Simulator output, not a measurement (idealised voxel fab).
process module | voxel self aligned contacts
cross-section cut | 185 nm wide | cells 5 nm
A cross-section is a grid of square cells, given in bands from the top down. A band is one or more rows of cells.
Each band's line starts with the height of the band's top and of its bottom, in nm. Then come its materials from left to right, each with its width in nm. One material with "throughout" fills the band from edge to edge. "air" is empty space.
Height 0 is the level under which the wafer as received is all one material. The lowest band goes on downwards, as in "0 down".
A width such as "30 to 40" changes by the same amount from each row of cells to the next, from the band's top row to its bottom row.
"no change" after a step means that no cell of the cross-section changed.
closed voids: empty space of 8 cells or more with no open way to the top, each as width x height at its distance from the left edge, in nm
after a step's settings: what the simulator itself notes on the step
overlay nm, on a step with a mask: how far to the right of its planned place the mask lay; to the left if negative
plan
1 op RECEIVE | material Si
2 op OXIDIZE | depth nm 5
3 op DIRECTIONAL_DEP | material polySi | thk nm 30
4 op DIRECTIONAL_DEP | material SiN | thk nm 15
5 op PATTERN | tone cover | mask id GATE | material resist | width nm 25 | pitch nm 50 | thk nm 15 | overlay nm 0
6 op DIRECTIONAL_ETCH | etch materials SiN | depth nm 15
7 op DIRECTIONAL_ETCH | etch materials polySi | depth nm 30
8 op STRIP | etch materials resist
9 op CONFORMAL_DEP | material SiN | thk nm 5
10 op DIRECTIONAL_ETCH | etch materials SiN | depth nm 5
11 op FILL_DEP | material SiO2 | thk nm 15
12 op CMP | height nm 50
13 op MASKED_ETCH | tone open | mask id CONTACT | width nm 35 | etch materials SiO2 | depth nm 55 | overlay nm 0
14 op CONFORMAL_DEP | material TiN | thk nm 5
15 op FILL_DEP | material W | thk nm 5
16 op CMP | height nm 50
17 op CONFORMAL_DEP | material SiCN | thk nm 5
first wafer, as planned
as received, after step 1
  0 down: Si throughout
  closed voids: none
after step 2
  0 to -5: SiO2 throughout
  below -5: unchanged
after step 3
  30 to 0: polySi throughout
  below 0: unchanged
after step 4
  45 to 30: SiN throughout
  below 30: unchanged
after step 5
  60 to 45: air 55 | resist 25 | air 25 | resist 25 | air 55
  below 45: unchanged
after step 6
  60 to 45: air 55 | resist 25 | air 25 | resist 25 | air 55
  45 to 30: air 55 | SiN 25 | air 25 | SiN 25 | air 55
  below 30: unchanged
after step 7
  60 to 45: air 55 | resist 25 | air 25 | resist 25 | air 55
  45 to 30: air 55 | SiN 25 | air 25 | SiN 25 | air 55
  30 to 0: air 55 | polySi 25 | air 25 | polySi 25 | air 55
  below 0: unchanged
after step 8
  45 to 30: air 55 | SiN 25 | air 25 | SiN 25 | air 55
  below 30: unchanged
after step 9
  50 to 30: air 50 | SiN 35 | air 15 | SiN 35 | air 50
  30 to 5: air 50 | SiN 5 | polySi 25 | SiN 5 | air 15 | SiN 5 | polySi 25 | SiN 5 | air 50
  5 to 0: SiN 55 | polySi 25 | SiN 25 | polySi 25 | SiN 55
  below 0: unchanged
after step 10
  45 to 30: air 50 | SiN 35 | air 15 | SiN 35 | air 50
  30 to 0: air 50 | SiN 5 | polySi 25 | SiN 5 | air 15 | SiN 5 | polySi 25 | SiN 5 | air 50
  below 0: unchanged
after step 11
  60 to 45: SiO2 throughout
  45 to 30: SiO2 50 | SiN 35 | SiO2 15 | SiN 35 | SiO2 50
  30 to 0: SiO2 50 | SiN 5 | polySi 25 | SiN 5 | SiO2 15 | SiN 5 | polySi 25 | SiN 5 | SiO2 50
  below 0: unchanged
after step 12
  50 to 45: SiO2 throughout
  below 45: unchanged
after step 13
  50 to 45: SiO2 75 | air 35 | SiO2 75
  45 to 30: SiO2 50 | SiN 35 | air 15 | SiN 35 | SiO2 50
  30 to 0: SiO2 50 | SiN 5 | polySi 25 | SiN 5 | air 15 | SiN 5 | polySi 25 | SiN 5 | SiO2 50
  0 to -5: SiO2 85 | air 15 | SiO2 85
  below -5: unchanged
after step 14
  55 to 50: TiN 80 | air 25 | TiN 80
  50 to 45: SiO2 75 | TiN 15 | air 5 | TiN 15 | SiO2 75
  45 to 30: SiO2 50 | SiN 35 | TiN 5 | air 5 | TiN 5 | SiN 35 | SiO2 50
  30 to 0: SiO2 50 | SiN 5 | polySi 25 | SiN 5 | TiN 5 | air 5 | TiN 5 | SiN 5 | polySi 25 | SiN 5 | SiO2 50
  0 to -5: SiO2 85 | TiN 15 | SiO2 85
  below -5: unchanged
after step 15
  60 to 55: W throughout
  55 to 50: TiN 80 | W 25 | TiN 80
  50 to 45: SiO2 75 | TiN 15 | W 5 | TiN 15 | SiO2 75
  45 to 30: SiO2 50 | SiN 35 | TiN 5 | W 5 | TiN 5 | SiN 35 | SiO2 50
  30 to 0: SiO2 50 | SiN 5 | polySi 25 | SiN 5 | TiN 5 | W 5 | TiN 5 | SiN 5 | polySi 25 | SiN 5 | SiO2 50
  below 0: unchanged
after step 16
  50 to 45: SiO2 75 | TiN 15 | W 5 | TiN 15 | SiO2 75
  below 45: unchanged
after step 17
  55 to 50: SiCN throughout
  below 50: unchanged
second wafer: like start, like plan, one mistake. Through step 2 it matches the first wafer
when step 3 should have ended
  15 to 0: SiN throughout
  below 0: unchanged
when step 4 should have ended
  45 to 15: polySi throughout
  below 15: unchanged
when step 5 should have ended
  60 to 45: air 55 | resist 25 | air 25 | resist 25 | air 55
  below 45: unchanged
when step 6 should have ended: no change
when step 7 should have ended
  60 to 45: air 55 | resist 25 | air 25 | resist 25 | air 55
  45 to 15: air 55 | polySi 25 | air 25 | polySi 25 | air 55
  below 15: unchanged
when step 8 should have ended
  45 to 15: air 55 | polySi 25 | air 25 | polySi 25 | air 55
  below 15: unchanged
when step 9 should have ended
  50 to 45: air 50 | SiN 35 | air 15 | SiN 35 | air 50
  45 to 20: air 50 | SiN 5 | polySi 25 | SiN 5 | air 15 | SiN 5 | polySi 25 | SiN 5 | air 50
  20 to 15: SiN 55 | polySi 25 | SiN 25 | polySi 25 | SiN 55
  below 15: unchanged
when step 10 should have ended
  45 to 15: air 50 | SiN 5 | polySi 25 | SiN 5 | air 15 | SiN 5 | polySi 25 | SiN 5 | air 50
  below 15: unchanged
when step 11 should have ended
  60 to 45: SiO2 throughout
  45 to 15: SiO2 50 | SiN 5 | polySi 25 | SiN 5 | SiO2 15 | SiN 5 | polySi 25 | SiN 5 | SiO2 50
  below 15: unchanged
when step 12 should have ended
  50 to 45: SiO2 throughout
  below 45: unchanged
when step 13 should have ended
  50 to 45: SiO2 75 | air 35 | SiO2 75
  45 to 15: SiO2 50 | SiN 5 | polySi 25 | SiN 5 | air 15 | SiN 5 | polySi 25 | SiN 5 | SiO2 50
  below 15: unchanged
when step 14 should have ended
  55 to 50: TiN 80 | air 25 | TiN 80
  50 to 45: SiO2 75 | TiN 15 | air 5 | TiN 15 | SiO2 75
  45 to 20: SiO2 50 | SiN 5 | polySi 25 | SiN 5 | TiN 5 | air 5 | TiN 5 | SiN 5 | polySi 25 | SiN 5 | SiO2 50
  20 to 15: SiO2 50 | SiN 5 | polySi 25 | SiN 5 | TiN 15 | SiN 5 | polySi 25 | SiN 5 | SiO2 50
  below 15: unchanged
when step 15 should have ended
  60 to 55: W throughout
  55 to 50: TiN 80 | W 25 | TiN 80
  50 to 45: SiO2 75 | TiN 15 | W 5 | TiN 15 | SiO2 75
  45 to 20: SiO2 50 | SiN 5 | polySi 25 | SiN 5 | TiN 5 | W 5 | TiN 5 | SiN 5 | polySi 25 | SiN 5 | SiO2 50
  below 20: unchanged
when step 16 should have ended
  50 to 45: SiO2 75 | TiN 15 | W 5 | TiN 15 | SiO2 75
  below 45: unchanged
when step 17 should have ended
  55 to 50: SiCN throughout
  below 50: unchanged
what went wrong: steps 3 and 4 were swapped
at the end the second wafer has, in cells: 69 more of SiN | 57 fewer of SiO2 | 8 fewer of TiN | 4 fewer of W
